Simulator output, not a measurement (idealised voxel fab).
This section sets out a process module, namely voxel gate over fins.
cross-section cut | 185 nm wide | cells 5 nm
Cross-section spec: square-cell grid; bands listed top down; each band is one or more rows.
Read a band's entry like this: the first values are the height of its top and the height of its bottom in nm, and what follows is the sequence of materials from left to right, each with its width in nm. Note that "empty" is empty space, and that a single material marked "all across" reaches across the band from edge to edge.
Basically, 0 is our baseline, since under it the wafer straight out of the box is all one material. The bottom band has no lower end and keeps on going down, so it looks like "0..down".
The two numbers in a width such as "30 to 40" mark its ends across the band: the first belongs to the top row of cells, the second to the bottom row, and from each row to the next the width moves by the same amount.
No cell of the cross-section changed in a step that is given as "nothing changed".
"Voids, fully enclosed": sealed empty spaces, 8 cells or more, no open way to top, listed width x height at distance, with distance from the left edge and width, height and distance in nm.
The remark found on a step's line after its settings is issued by the simulator itself and pertains to that step.
If you see "overlay nm" on a step's line and that step has a mask, it's telling you how far right of where it was planned the mask ended up; a negative number means it went left instead.
Reading guide: pairs of cross-sections, before and after one process step; after view cut off at lowest changed band; step and settings listed under each pair. Pairs may stem from different runs of this module on the same starting wafer; continuity with the pair above only where the "Incoming profile" entry states it.

[Incoming profile]
    0..down | Si all across
    Voids, fully enclosed: none

[Sectional Result]
    10..0 | SiN all across
    Below a height of 0, the structure has not been altered.
    Voids, fully enclosed: none
What sits between those two cross-sections? CONFORMAL_DEP,material SiN,thk nm 10

Incoming profile: the cross-section after the pair above

[Sectional Result]
    30..10 | empty 45 nm / resist 15 nm / empty 25 nm / resist 15 nm / empty 25 nm / resist 15 nm / empty 45 nm
    Below a height of 10, the structure has not been altered.
    Voids, fully enclosed: none
What sits between those two cross-sections? PATTERN,tone cover,mask id FINS,material resist,width nm 15,pitch nm 40,thk nm 20,overlay nm 0

Incoming profile: the cross-section after the pair above

[Sectional Result]
    30..10 | empty 45 nm / resist 15 nm / empty 25 nm / resist 15 nm / empty 25 nm / resist 15 nm / empty 45 nm
    10..0 | empty 45 nm / SiN 15 nm / empty 25 nm / SiN 15 nm / empty 25 nm / SiN 15 nm / empty 45 nm
    Below a height of 0, the structure has not been altered.
    Voids, fully enclosed: none
What sits between those two cross-sections? DIRECTIONAL_ETCH,etch materials SiN,depth nm 10

Incoming profile: the cross-section after the pair above

[Sectional Result]
    30..10 | empty 45 nm / resist 15 nm / empty 25 nm / resist 15 nm / empty 25 nm / resist 15 nm / empty 45 nm
    10..0 | empty 45 nm / SiN 15 nm / empty 25 nm / SiN 15 nm / empty 25 nm / SiN 15 nm / empty 45 nm
    0..-35 | empty 45 nm / Si 15 nm / empty 25 nm / Si 15 nm / empty 25 nm / Si 15 nm / empty 45 nm
    Below a height of -35, the structure has not been altered.
    Voids, fully enclosed: none
What sits between those two cross-sections? DIRECTIONAL_ETCH,etch materials Si,depth nm 35

Incoming profile: the cross-section after the pair above

[Sectional Result]
    10..0 | empty 45 nm / SiN 15 nm / empty 25 nm / SiN 15 nm / empty 25 nm / SiN 15 nm / empty 45 nm
    Below a height of 0, the structure has not been altered.
    Voids, fully enclosed: none
What sits between those two cross-sections? STRIP,etch materials resist

Incoming profile: the cross-section after the pair above

[Sectional Result]
    15..10 | SiO2 all across
    10..0 | SiO2 45 nm / SiN 15 nm / SiO2 25 nm / SiN 15 nm / SiO2 25 nm / SiN 15 nm / SiO2 45 nm
    0..-35 | SiO2 45 nm / Si 15 nm / SiO2 25 nm / Si 15 nm / SiO2 25 nm / Si 15 nm / SiO2 45 nm
    Below a height of -35, the structure has not been altered.
    Voids, fully enclosed: none
What sits between those two cross-sections? FILL_DEP,material SiO2,thk nm 5

Incoming profile: the cross-section after the pair above

[Sectional Result]
    10..0 | SiO2 45 nm / SiN 15 nm / SiO2 25 nm / SiN 15 nm / SiO2 25 nm / SiN 15 nm / SiO2 45 nm
    Below a height of 0, the structure has not been altered.
    Voids, fully enclosed: none
What sits between those two cross-sections? CMP,height nm 10

Incoming profile: the cross-section after the pair above

[Sectional Result]
    10..0 | empty 45 nm / SiN 15 nm / empty 25 nm / SiN 15 nm / empty 25 nm / SiN 15 nm / empty 45 nm
    0..-15 | empty 45 nm / Si 15 nm / empty 25 nm / Si 15 nm / empty 25 nm / Si 15 nm / empty 45 nm
    Below a height of -15, the structure has not been altered.
    Voids, fully enclosed: none
What sits between those two cross-sections? SELECTIVE_ETCH,etch materials SiO2,depth nm 25

Incoming profile: the cross-section after the pair above

[Sectional Result]
    0..-15 | empty 45 nm / Si 15 nm / empty 25 nm / Si 15 nm / empty 25 nm / Si 15 nm / empty 45 nm
    Below a height of -15, the structure has not been altered.
    Voids, fully enclosed: none
What sits between those two cross-sections? STRIP,etch materials SiN

Incoming profile: the cross-section after the pair above

[Sectional Result]
    5..0 | empty 40 nm / HfO2 25 nm / empty 15 nm / HfO2 25 nm / empty 15 nm / HfO2 25 nm / empty 40 nm
    0..-10 | empty 40 nm / HfO2 5 nm / Si 15 nm / HfO2 5 nm / empty 15 nm / HfO2 5 nm / Si 15 nm / HfO2 5 nm / empty 15 nm / HfO2 5 nm / Si 15 nm / HfO2 5 nm / empty 40 nm
    -10..-15 | HfO2 45 nm / Si 15 nm / HfO2 25 nm / Si 15 nm / HfO2 25 nm / Si 15 nm / HfO2 45 nm
    Below a height of -15, the structure has not been altered.
    Voids, fully enclosed: none
What sits between those two cross-sections? CONFORMAL_DEP,material HfO2,thk nm 5

Incoming profile: the cross-section after the pair above

[Sectional Result]
    10..5 | empty 35 nm / TiN 35 nm / empty 5 nm / TiN 35 nm / empty 5 nm / TiN 35 nm / empty 35 nm
    5..0 | empty 35 nm / TiN 5 nm / HfO2 25 nm / TiN 5 nm / empty 5 nm / TiN 5 nm / HfO2 25 nm / TiN 5 nm / empty 5 nm / TiN 5 nm / HfO2 25 nm / TiN 5 nm / empty 35 nm
    0..-5 | empty 35 nm / TiN 5 nm / HfO2 5 nm / Si 15 nm / HfO2 5 nm / TiN 5 nm / empty 5 nm / TiN 5 nm / HfO2 5 nm / Si 15 nm / HfO2 5 nm / TiN 5 nm / empty 5 nm / TiN 5 nm / HfO2 5 nm / Si 15 nm / HfO2 5 nm / TiN 5 nm / empty 35 nm
    -5..-10 | TiN 40 nm / HfO2 5 nm / Si 15 nm / HfO2 5 nm / TiN 15 nm / HfO2 5 nm / Si 15 nm / HfO2 5 nm / TiN 15 nm / HfO2 5 nm / Si 15 nm / HfO2 5 nm / TiN 40 nm
    Below a height of -10, the structure has not been altered.
    Voids, fully enclosed: none
What sits between those two cross-sections? CONFORMAL_DEP,material TiN,thk nm 5

Incoming profile: the cross-section after the pair above

[Sectional Result]
    15..10 | empty 30 nm / TiAl 125 nm / empty 30 nm
    10..5 | empty 30 nm / TiAl 5 nm / TiN 35 nm / TiAl 5 nm / TiN 35 nm / TiAl 5 nm / TiN 35 nm / TiAl 5 nm / empty 30 nm
    5..0 | empty 30 nm / TiAl 5 nm / TiN 5 nm / HfO2 25 nm / TiN 5 nm / TiAl 5 nm / TiN 5 nm / HfO2 25 nm / TiN 5 nm / TiAl 5 nm / TiN 5 nm / HfO2 25 nm / TiN 5 nm / TiAl 5 nm / empty 30 nm
    0..-5 | TiAl 35 nm / TiN 5 nm / HfO2 5 nm / Si 15 nm / HfO2 5 nm / TiN 5 nm / TiAl 5 nm / TiN 5 nm / HfO2 5 nm / Si 15 nm / HfO2 5 nm / TiN 5 nm / TiAl 5 nm / TiN 5 nm / HfO2 5 nm / Si 15 nm / HfO2 5 nm / TiN 5 nm / TiAl 35 nm
    Below a height of -5, the structure has not been altered.
    Voids, fully enclosed: none
What sits between those two cross-sections? CONFORMAL_DEP,material TiAl,thk nm 5

Incoming profile: the cross-section after the pair above

[Sectional Result]
    20..15 | empty 25 nm / TiN 135 nm / empty 25 nm
    15..10 | empty 25 nm / TiN 5 nm / TiAl 125 nm / TiN 5 nm / empty 25 nm
    10..5 | empty 25 nm / TiN 5 nm / TiAl 5 nm / TiN 35 nm / TiAl 5 nm / TiN 35 nm / TiAl 5 nm / TiN 35 nm / TiAl 5 nm / TiN 5 nm / empty 25 nm
    5..0 | TiN 30 nm / TiAl 5 nm / TiN 5 nm / HfO2 25 nm / TiN 5 nm / TiAl 5 nm / TiN 5 nm / HfO2 25 nm / TiN 5 nm / TiAl 5 nm / TiN 5 nm / HfO2 25 nm / TiN 5 nm / TiAl 5 nm / TiN 30 nm
    Below a height of 0, the structure has not been altered.
    Voids, fully enclosed: none
What sits between those two cross-sections? CONFORMAL_DEP,material TiN,thk nm 5

Incoming profile: the cross-section after the pair above

[Sectional Result]
    35..20 | W all across
    20..15 | W 25 nm / TiN 135 nm / W 25 nm
    15..10 | W 25 nm / TiN 5 nm / TiAl 125 nm / TiN 5 nm / W 25 nm
    10..5 | W 25 nm / TiN 5 nm / TiAl 5 nm / TiN 35 nm / TiAl 5 nm / TiN 35 nm / TiAl 5 nm / TiN 35 nm / TiAl 5 nm / TiN 5 nm / W 25 nm
    Below a height of 5, the structure has not been altered.
    Voids, fully enclosed: none
What sits between those two cross-sections? FILL_DEP,material W,thk nm 15

Incoming profile: the cross-section after the pair above

[Sectional Result]
    30..20 | W all across
    Below a height of 20, the structure has not been altered.
    Voids, fully enclosed: none
What sits between those two cross-sections? CMP,height nm 30

Incoming profile: the cross-section after the pair above

[Sectional Result]
    35..30 | SiCN all across
    Below a height of 30, the structure has not been altered.
    Voids, fully enclosed: none
What sits between those two cross-sections? CONFORMAL_DEP,material SiCN,thk nm 5

[Incoming profile]
    5..0 | empty 40 nm / HfO2 25 nm / empty 15 nm / HfO2 25 nm / empty 15 nm / HfO2 25 nm / empty 40 nm
    0..-10 | empty 40 nm / HfO2 5 nm / Si 15 nm / HfO2 5 nm / empty 15 nm / HfO2 5 nm / Si 15 nm / HfO2 5 nm / empty 15 nm / HfO2 5 nm / Si 15 nm / HfO2 5 nm / empty 40 nm
    -10..-15 | HfO2 45 nm / Si 15 nm / HfO2 25 nm / Si 15 nm / HfO2 25 nm / Si 15 nm / HfO2 45 nm
    -15..-35 | SiO2 45 nm / Si 15 nm / SiO2 25 nm / Si 15 nm / SiO2 25 nm / Si 15 nm / SiO2 45 nm
    -35..down | Si all across
    Voids, fully enclosed: none

[Sectional Result]
    10..5 | empty 35 nm / TiAl 35 nm / empty 5 nm / TiAl 35 nm / empty 5 nm / TiAl 35 nm / empty 35 nm
    5..0 | empty 35 nm / TiAl 5 nm / HfO2 25 nm / TiAl 5 nm / empty 5 nm / TiAl 5 nm / HfO2 25 nm / TiAl 5 nm / empty 5 nm / TiAl 5 nm / HfO2 25 nm / TiAl 5 nm / empty 35 nm
    0..-5 | empty 35 nm / TiAl 5 nm / HfO2 5 nm / Si 15 nm / HfO2 5 nm / TiAl 5 nm / empty 5 nm / TiAl 5 nm / HfO2 5 nm / Si 15 nm / HfO2 5 nm / TiAl 5 nm / empty 5 nm / TiAl 5 nm / HfO2 5 nm / Si 15 nm / HfO2 5 nm / TiAl 5 nm / empty 35 nm
    -5..-10 | TiAl 40 nm / HfO2 5 nm / Si 15 nm / HfO2 5 nm / TiAl 15 nm / HfO2 5 nm / Si 15 nm / HfO2 5 nm / TiAl 15 nm / HfO2 5 nm / Si 15 nm / HfO2 5 nm / TiAl 40 nm
    Below a height of -10, the structure has not been altered.
    Voids, fully enclosed: none
What sits between those two cross-sections? CONFORMAL_DEP,material TiAl,thk nm 5

Incoming profile: the cross-section after the pair above

[Sectional Result]
    15..10 | empty 30 nm / TiN 125 nm / empty 30 nm
    10..5 | empty 30 nm / TiN 5 nm / TiAl 35 nm / TiN 5 nm / TiAl 35 nm / TiN 5 nm / TiAl 35 nm / TiN 5 nm / empty 30 nm
    5..0 | empty 30 nm / TiN 5 nm / TiAl 5 nm / HfO2 25 nm / TiAl 5 nm / TiN 5 nm / TiAl 5 nm / HfO2 25 nm / TiAl 5 nm / TiN 5 nm / TiAl 5 nm / HfO2 25 nm / TiAl 5 nm / TiN 5 nm / empty 30 nm
    0..-5 | TiN 35 nm / TiAl 5 nm / HfO2 5 nm / Si 15 nm / HfO2 5 nm / TiAl 5 nm / TiN 5 nm / TiAl 5 nm / HfO2 5 nm / Si 15 nm / HfO2 5 nm / TiAl 5 nm / TiN 5 nm / TiAl 5 nm / HfO2 5 nm / Si 15 nm / HfO2 5 nm / TiAl 5 nm / TiN 35 nm
    Below a height of -5, the structure has not been altered.
    Voids, fully enclosed: none
What sits between those two cross-sections? CONFORMAL_DEP,material TiN,thk nm 5

Incoming profile: the cross-section after the pair above

[Sectional Result]
    30..15 | W all across
    15..10 | W 30 nm / TiN 125 nm / W 30 nm
    10..5 | W 30 nm / TiN 5 nm / TiAl 35 nm / TiN 5 nm / TiAl 35 nm / TiN 5 nm / TiAl 35 nm / TiN 5 nm / W 30 nm
    5..0 | W 30 nm / TiN 5 nm / TiAl 5 nm / HfO2 25 nm / TiAl 5 nm / TiN 5 nm / TiAl 5 nm / HfO2 25 nm / TiAl 5 nm / TiN 5 nm / TiAl 5 nm / HfO2 25 nm / TiAl 5 nm / TiN 5 nm / W 30 nm
    Below a height of 0, the structure has not been altered.
    Voids, fully enclosed: none
What sits between those two cross-sections? FILL_DEP,material W,thk nm 15

Incoming profile: the cross-section after the pair above

[Sectional Result]
    35..30 | SiCN all across
    Below a height of 30, the structure has not been altered.
    Voids, fully enclosed: none
What sits between those two cross-sections? CONFORMAL_DEP,material SiCN,thk nm 5

[Incoming profile]
    30..10 | empty 45 nm / resist 15 nm / empty 25 nm / resist 15 nm / empty 25 nm / resist 15 nm / empty 45 nm
    10..0 | empty 45 nm / SiN 15 nm / empty 25 nm / SiN 15 nm / empty 25 nm / SiN 15 nm / empty 45 nm
    0..-35 | empty 45 nm / Si 15 nm / empty 25 nm / Si 15 nm / empty 25 nm / Si 15 nm / empty 45 nm
    -35..down | Si all across
    Voids, fully enclosed: none

[Sectional Result]
    30..10 | empty 45 nm / resist 15 nm / empty 25 nm / resist 15 nm / empty 25 nm / resist 15 nm / empty 45 nm
    10..0 | empty 45 nm / SiN 15 nm / empty 25 nm / SiN 15 nm / empty 25 nm / SiN 15 nm / empty 45 nm
    0..-70 | empty 45 nm / Si 15 nm / empty 25 nm / Si 15 nm / empty 25 nm / Si 15 nm / empty 45 nm
    Below a height of -70, the structure has not been altered.
    Voids, fully enclosed: none
What sits between those two cross-sections? DIRECTIONAL_ETCH,etch materials Si,depth nm 35

Incoming profile: the cross-section after the pair above

[Sectional Result]
    10..0 | empty 45 nm / SiN 15 nm / empty 25 nm / SiN 15 nm / empty 25 nm / SiN 15 nm / empty 45 nm
    Below a height of 0, the structure has not been altered.
    Voids, fully enclosed: none
What sits between those two cross-sections? STRIP,etch materials resist

Incoming profile: the cross-section after the pair above

[Sectional Result]
    15..10 | SiO2 all across
    10..0 | SiO2 45 nm / SiN 15 nm / SiO2 25 nm / SiN 15 nm / SiO2 25 nm / SiN 15 nm / SiO2 45 nm
    0..-70 | SiO2 45 nm / Si 15 nm / SiO2 25 nm / Si 15 nm / SiO2 25 nm / Si 15 nm / SiO2 45 nm
    Below a height of -70, the structure has not been altered.
    Voids, fully enclosed: none
What sits between those two cross-sections? FILL_DEP,material SiO2,thk nm 5

Incoming profile: the cross-section after the pair above

[Sectional Result]
    10..0 | SiO2 45 nm / SiN 15 nm / SiO2 25 nm / SiN 15 nm / SiO2 25 nm / SiN 15 nm / SiO2 45 nm
    Below a height of 0, the structure has not been altered.
    Voids, fully enclosed: none
What sits between those two cross-sections? CMP,height nm 10

Incoming profile: the cross-section after the pair above

[Sectional Result]
    10..0 | empty 45 nm / SiN 15 nm / empty 25 nm / SiN 15 nm / empty 25 nm / SiN 15 nm / empty 45 nm
    0..-15 | empty 45 nm / Si 15 nm / empty 25 nm / Si 15 nm / empty 25 nm / Si 15 nm / empty 45 nm
    Below a height of -15, the structure has not been altered.
    Voids, fully enclosed: none
What sits between those two cross-sections? SELECTIVE_ETCH,etch materials SiO2,depth nm 25

Incoming profile: the cross-section after the pair above

[Sectional Result]
    0..-15 | empty 45 nm / Si 15 nm / empty 25 nm / Si 15 nm / empty 25 nm / Si 15 nm / empty 45 nm
    Below a height of -15, the structure has not been altered.
    Voids, fully enclosed: none
What sits between those two cross-sections? STRIP,etch materials SiN

Incoming profile: the cross-section after the pair above

[Sectional Result]
    5..0 | empty 40 nm / HfO2 25 nm / empty 15 nm / HfO2 25 nm / empty 15 nm / HfO2 25 nm / empty 40 nm
    0..-10 | empty 40 nm / HfO2 5 nm / Si 15 nm / HfO2 5 nm / empty 15 nm / HfO2 5 nm / Si 15 nm / HfO2 5 nm / empty 15 nm / HfO2 5 nm / Si 15 nm / HfO2 5 nm / empty 40 nm
    -10..-15 | HfO2 45 nm / Si 15 nm / HfO2 25 nm / Si 15 nm / HfO2 25 nm / Si 15 nm / HfO2 45 nm
    Below a height of -15, the structure has not been altered.
    Voids, fully enclosed: none
What sits between those two cross-sections? CONFORMAL_DEP,material HfO2,thk nm 5

Incoming profile: the cross-section after the pair above

[Sectional Result]
    10..5 | empty 35 nm / TiN 35 nm / empty 5 nm / TiN 35 nm / empty 5 nm / TiN 35 nm / empty 35 nm
    5..0 | empty 35 nm / TiN 5 nm / HfO2 25 nm / TiN 5 nm / empty 5 nm / TiN 5 nm / HfO2 25 nm / TiN 5 nm / empty 5 nm / TiN 5 nm / HfO2 25 nm / TiN 5 nm / empty 35 nm
    0..-5 | empty 35 nm / TiN 5 nm / HfO2 5 nm / Si 15 nm / HfO2 5 nm / TiN 5 nm / empty 5 nm / TiN 5 nm / HfO2 5 nm / Si 15 nm / HfO2 5 nm / TiN 5 nm / empty 5 nm / TiN 5 nm / HfO2 5 nm / Si 15 nm / HfO2 5 nm / TiN 5 nm / empty 35 nm
    -5..-10 | TiN 40 nm / HfO2 5 nm / Si 15 nm / HfO2 5 nm / TiN 15 nm / HfO2 5 nm / Si 15 nm / HfO2 5 nm / TiN 15 nm / HfO2 5 nm / Si 15 nm / HfO2 5 nm / TiN 40 nm
    Below a height of -10, the structure has not been altered.
    Voids, fully enclosed: none
What sits between those two cross-sections? CONFORMAL_DEP,material TiN,thk nm 5

Incoming profile: the cross-section after the pair above

[Sectional Result]
    15..10 | empty 30 nm / TiAl 125 nm / empty 30 nm
    10..5 | empty 30 nm / TiAl 5 nm / TiN 35 nm / TiAl 5 nm / TiN 35 nm / TiAl 5 nm / TiN 35 nm / TiAl 5 nm / empty 30 nm
    5..0 | empty 30 nm / TiAl 5 nm / TiN 5 nm / HfO2 25 nm / TiN 5 nm / TiAl 5 nm / TiN 5 nm / HfO2 25 nm / TiN 5 nm / TiAl 5 nm / TiN 5 nm / HfO2 25 nm / TiN 5 nm / TiAl 5 nm / empty 30 nm
    0..-5 | TiAl 35 nm / TiN 5 nm / HfO2 5 nm / Si 15 nm / HfO2 5 nm / TiN 5 nm / TiAl 5 nm / TiN 5 nm / HfO2 5 nm / Si 15 nm / HfO2 5 nm / TiN 5 nm / TiAl 5 nm / TiN 5 nm / HfO2 5 nm / Si 15 nm / HfO2 5 nm / TiN 5 nm / TiAl 35 nm
    Below a height of -5, the structure has not been altered.
    Voids, fully enclosed: none
What sits between those two cross-sections? CONFORMAL_DEP,material TiAl,thk nm 5

Incoming profile: the cross-section after the pair above

[Sectional Result]
    20..15 | empty 25 nm / TiN 135 nm / empty 25 nm
    15..10 | empty 25 nm / TiN 5 nm / TiAl 125 nm / TiN 5 nm / empty 25 nm
    10..5 | empty 25 nm / TiN 5 nm / TiAl 5 nm / TiN 35 nm / TiAl 5 nm / TiN 35 nm / TiAl 5 nm / TiN 35 nm / TiAl 5 nm / TiN 5 nm / empty 25 nm
    5..0 | TiN 30 nm / TiAl 5 nm / TiN 5 nm / HfO2 25 nm / TiN 5 nm / TiAl 5 nm / TiN 5 nm / HfO2 25 nm / TiN 5 nm / TiAl 5 nm / TiN 5 nm / HfO2 25 nm / TiN 5 nm / TiAl 5 nm / TiN 30 nm
    Below a height of 0, the structure has not been altered.
    Voids, fully enclosed: none
What sits between those two cross-sections? CONFORMAL_DEP,material TiN,thk nm 5

Incoming profile: the cross-section after the pair above

[Sectional Result]
    35..20 | W all across
    20..15 | W 25 nm / TiN 135 nm / W 25 nm
    15..10 | W 25 nm / TiN 5 nm / TiAl 125 nm / TiN 5 nm / W 25 nm
    10..5 | W 25 nm / TiN 5 nm / TiAl 5 nm / TiN 35 nm / TiAl 5 nm / TiN 35 nm / TiAl 5 nm / TiN 35 nm / TiAl 5 nm / TiN 5 nm / W 25 nm
    Below a height of 5, the structure has not been altered.
    Voids, fully enclosed: none
What sits between those two cross-sections? FILL_DEP,material W,thk nm 15

Incoming profile: the cross-section after the pair above

[Sectional Result]
    30..20 | W all across
    Below a height of 20, the structure has not been altered.
    Voids, fully enclosed: none
What sits between those two cross-sections? CMP,height nm 30

Incoming profile: the cross-section after the pair above

[Sectional Result]
    35..30 | SiCN all across
    Below a height of 30, the structure has not been altered.
    Voids, fully enclosed: none
What sits between those two cross-sections? CONFORMAL_DEP,material SiCN,thk nm 5

[Incoming profile]
    0..-15 | empty 45 nm / Si 15 nm / empty 25 nm / Si 15 nm / empty 25 nm / Si 15 nm / empty 45 nm
    -15..-35 | SiO2 45 nm / Si 15 nm / SiO2 25 nm / Si 15 nm / SiO2 25 nm / Si 15 nm / SiO2 45 nm
    -35..down | Si all across
    Voids, fully enclosed: none

[Sectional Result]
    5..0 | empty 40 nm / TiN 25 nm / empty 15 nm / TiN 25 nm / empty 15 nm / TiN 25 nm / empty 40 nm
    0..-10 | empty 40 nm / TiN 5 nm / Si 15 nm / TiN 5 nm / empty 15 nm / TiN 5 nm / Si 15 nm / TiN 5 nm / empty 15 nm / TiN 5 nm / Si 15 nm / TiN 5 nm / empty 40 nm
    -10..-15 | TiN 45 nm / Si 15 nm / TiN 25 nm / Si 15 nm / TiN 25 nm / Si 15 nm / TiN 45 nm
    Below a height of -15, the structure has not been altered.
    Voids, fully enclosed: none
What sits between those two cross-sections? CONFORMAL_DEP,material TiN,thk nm 5

Incoming profile: the cross-section after the pair above

[Sectional Result]
    10..5 | empty 35 nm / HfO2 35 nm / empty 5 nm / HfO2 35 nm / empty 5 nm / HfO2 35 nm / empty 35 nm
    5..0 | empty 35 nm / HfO2 5 nm / TiN 25 nm / HfO2 5 nm / empty 5 nm / HfO2 5 nm / TiN 25 nm / HfO2 5 nm / empty 5 nm / HfO2 5 nm / TiN 25 nm / HfO2 5 nm / empty 35 nm
    0..-5 | empty 35 nm / HfO2 5 nm / TiN 5 nm / Si 15 nm / TiN 5 nm / HfO2 5 nm / empty 5 nm / HfO2 5 nm / TiN 5 nm / Si 15 nm / TiN 5 nm / HfO2 5 nm / empty 5 nm / HfO2 5 nm / TiN 5 nm / Si 15 nm / TiN 5 nm / HfO2 5 nm / empty 35 nm
    -5..-10 | HfO2 40 nm / TiN 5 nm / Si 15 nm / TiN 5 nm / HfO2 15 nm / TiN 5 nm / Si 15 nm / TiN 5 nm / HfO2 15 nm / TiN 5 nm / Si 15 nm / TiN 5 nm / HfO2 40 nm
    Below a height of -10, the structure has not been altered.
    Voids, fully enclosed: none
What sits between those two cross-sections? CONFORMAL_DEP,material HfO2,thk nm 5

Incoming profile: the cross-section after the pair above

[Sectional Result]
    15..10 | empty 30 nm / TiAl 125 nm / empty 30 nm
    10..5 | empty 30 nm / TiAl 5 nm / HfO2 35 nm / TiAl 5 nm / HfO2 35 nm / TiAl 5 nm / HfO2 35 nm / TiAl 5 nm / empty 30 nm
    5..0 | empty 30 nm / TiAl 5 nm / HfO2 5 nm / TiN 25 nm / HfO2 5 nm / TiAl 5 nm / HfO2 5 nm / TiN 25 nm / HfO2 5 nm / TiAl 5 nm / HfO2 5 nm / TiN 25 nm / HfO2 5 nm / TiAl 5 nm / empty 30 nm
    0..-5 | TiAl 35 nm / HfO2 5 nm / TiN 5 nm / Si 15 nm / TiN 5 nm / HfO2 5 nm / TiAl 5 nm / HfO2 5 nm / TiN 5 nm / Si 15 nm / TiN 5 nm / HfO2 5 nm / TiAl 5 nm / HfO2 5 nm / TiN 5 nm / Si 15 nm / TiN 5 nm / HfO2 5 nm / TiAl 35 nm
    Below a height of -5, the structure has not been altered.
    Voids, fully enclosed: none
What sits between those two cross-sections? CONFORMAL_DEP,material TiAl,thk nm 5

Incoming profile: the cross-section after the pair above

[Sectional Result]
    20..15 | empty 25 nm / TiN 135 nm / empty 25 nm
    15..10 | empty 25 nm / TiN 5 nm / TiAl 125 nm / TiN 5 nm / empty 25 nm
    10..5 | empty 25 nm / TiN 5 nm / TiAl 5 nm / HfO2 35 nm / TiAl 5 nm / HfO2 35 nm / TiAl 5 nm / HfO2 35 nm / TiAl 5 nm / TiN 5 nm / empty 25 nm
    5..0 | TiN 30 nm / TiAl 5 nm / HfO2 5 nm / TiN 25 nm / HfO2 5 nm / TiAl 5 nm / HfO2 5 nm / TiN 25 nm / HfO2 5 nm / TiAl 5 nm / HfO2 5 nm / TiN 25 nm / HfO2 5 nm / TiAl 5 nm / TiN 30 nm
    Below a height of 0, the structure has not been altered.
    Voids, fully enclosed: none
What sits between those two cross-sections? CONFORMAL_DEP,material TiN,thk nm 5

Incoming profile: the cross-section after the pair above

[Sectional Result]
    35..20 | W all across
    20..15 | W 25 nm / TiN 135 nm / W 25 nm
    15..10 | W 25 nm / TiN 5 nm / TiAl 125 nm / TiN 5 nm / W 25 nm
    10..5 | W 25 nm / TiN 5 nm / TiAl 5 nm / HfO2 35 nm / TiAl 5 nm / HfO2 35 nm / TiAl 5 nm / HfO2 35 nm / TiAl 5 nm / TiN 5 nm / W 25 nm
    Below a height of 5, the structure has not been altered.
    Voids, fully enclosed: none
What sits between those two cross-sections? FILL_DEP,material W,thk nm 15

Incoming profile: the cross-section after the pair above

[Sectional Result]
    30..20 | W all across
    Below a height of 20, the structure has not been altered.
    Voids, fully enclosed: none
What sits between those two cross-sections? CMP,height nm 30

Incoming profile: the cross-section after the pair above

[Sectional Result]
    35..30 | SiCN all across
    Below a height of 30, the structure has not been altered.
    Voids, fully enclosed: none
What sits between those two cross-sections? CONFORMAL_DEP,material SiCN,thk nm 5

[Incoming profile]
    30..20 | W all across
    20..15 | W 25 nm / TiN 135 nm / W 25 nm
    15..10 | W 25 nm / TiN 5 nm / TiAl 125 nm / TiN 5 nm / W 25 nm
    10..5 | W 25 nm / TiN 5 nm / TiAl 5 nm / TiN 35 nm / TiAl 5 nm / TiN 35 nm / TiAl 5 nm / TiN 35 nm / TiAl 5 nm / TiN 5 nm / W 25 nm
    5..0 | TiN 30 nm / TiAl 5 nm / TiN 5 nm / HfO2 25 nm / TiN 5 nm / TiAl 5 nm / TiN 5 nm / HfO2 25 nm / TiN 5 nm / TiAl 5 nm / TiN 5 nm / HfO2 25 nm / TiN 5 nm / TiAl 5 nm / TiN 30 nm
    0..-5 | TiAl 35 nm / TiN 5 nm / HfO2 5 nm / Si 15 nm / HfO2 5 nm / TiN 5 nm / TiAl 5 nm / TiN 5 nm / HfO2 5 nm / Si 15 nm / HfO2 5 nm / TiN 5 nm / TiAl 5 nm / TiN 5 nm / HfO2 5 nm / Si 15 nm / HfO2 5 nm / TiN 5 nm / TiAl 35 nm
    -5..-10 | TiN 40 nm / HfO2 5 nm / Si 15 nm / HfO2 5 nm / TiN 15 nm / HfO2 5 nm / Si 15 nm / HfO2 5 nm / TiN 15 nm / HfO2 5 nm / Si 15 nm / HfO2 5 nm / TiN 40 nm
    -10..-15 | HfO2 45 nm / Si 15 nm / HfO2 25 nm / Si 15 nm / HfO2 25 nm / Si 15 nm / HfO2 45 nm
    -15..-35 | SiO2 45 nm / Si 15 nm / SiO2 25 nm / Si 15 nm / SiO2 25 nm / Si 15 nm / SiO2 45 nm
    -35..down | Si all across
    Voids, fully enclosed: none

[Sectional Result]
    45..30 | SiCN all across
    Below a height of 30, the structure has not been altered.
    Voids, fully enclosed: none
What sits between those two cross-sections? CONFORMAL_DEP,material SiCN,thk nm 15

[Incoming profile]
    10..0 | SiN all across
    0..down | Si all across
    Voids, fully enclosed: none

[Sectional Result]
    30..10 | empty 40 nm / resist 25 nm / empty 15 nm / resist 25 nm / empty 15 nm / resist 25 nm / empty 40 nm
    Below a height of 10, the structure has not been altered.
    Voids, fully enclosed: none
What sits between those two cross-sections? PATTERN,tone cover,mask id FINS,material resist,width nm 25,pitch nm 40,thk nm 20,overlay nm 0

Incoming profile: the cross-section after the pair above

[Sectional Result]
    30..10 | empty 40 nm / resist 25 nm / empty 15 nm / resist 25 nm / empty 15 nm / resist 25 nm / empty 40 nm
    10..0 | empty 40 nm / SiN 25 nm / empty 15 nm / SiN 25 nm / empty 15 nm / SiN 25 nm / empty 40 nm
    Below a height of 0, the structure has not been altered.
    Voids, fully enclosed: none
What sits between those two cross-sections? DIRECTIONAL_ETCH,etch materials SiN,depth nm 10

Incoming profile: the cross-section after the pair above

[Sectional Result]
    30..10 | empty 40 nm / resist 25 nm / empty 15 nm / resist 25 nm / empty 15 nm / resist 25 nm / empty 40 nm
    10..0 | empty 40 nm / SiN 25 nm / empty 15 nm / SiN 25 nm / empty 15 nm / SiN 25 nm / empty 40 nm
    0..-35 | empty 40 nm / Si 25 nm / empty 15 nm / Si 25 nm / empty 15 nm / Si 25 nm / empty 40 nm
    Below a height of -35, the structure has not been altered.
    Voids, fully enclosed: none
What sits between those two cross-sections? DIRECTIONAL_ETCH,etch materials Si,depth nm 35

Incoming profile: the cross-section after the pair above

[Sectional Result]
    10..0 | empty 40 nm / SiN 25 nm / empty 15 nm / SiN 25 nm / empty 15 nm / SiN 25 nm / empty 40 nm
    Below a height of 0, the structure has not been altered.
    Voids, fully enclosed: none
What sits between those two cross-sections? STRIP,etch materials resist

Incoming profile: the cross-section after the pair above

[Sectional Result]
    15..10 | SiO2 all across
    10..0 | SiO2 40 nm / SiN 25 nm / SiO2 15 nm / SiN 25 nm / SiO2 15 nm / SiN 25 nm / SiO2 40 nm
    0..-35 | SiO2 40 nm / Si 25 nm / SiO2 15 nm / Si 25 nm / SiO2 15 nm / Si 25 nm / SiO2 40 nm
    Below a height of -35, the structure has not been altered.
    Voids, fully enclosed: none
What sits between those two cross-sections? FILL_DEP,material SiO2,thk nm 5
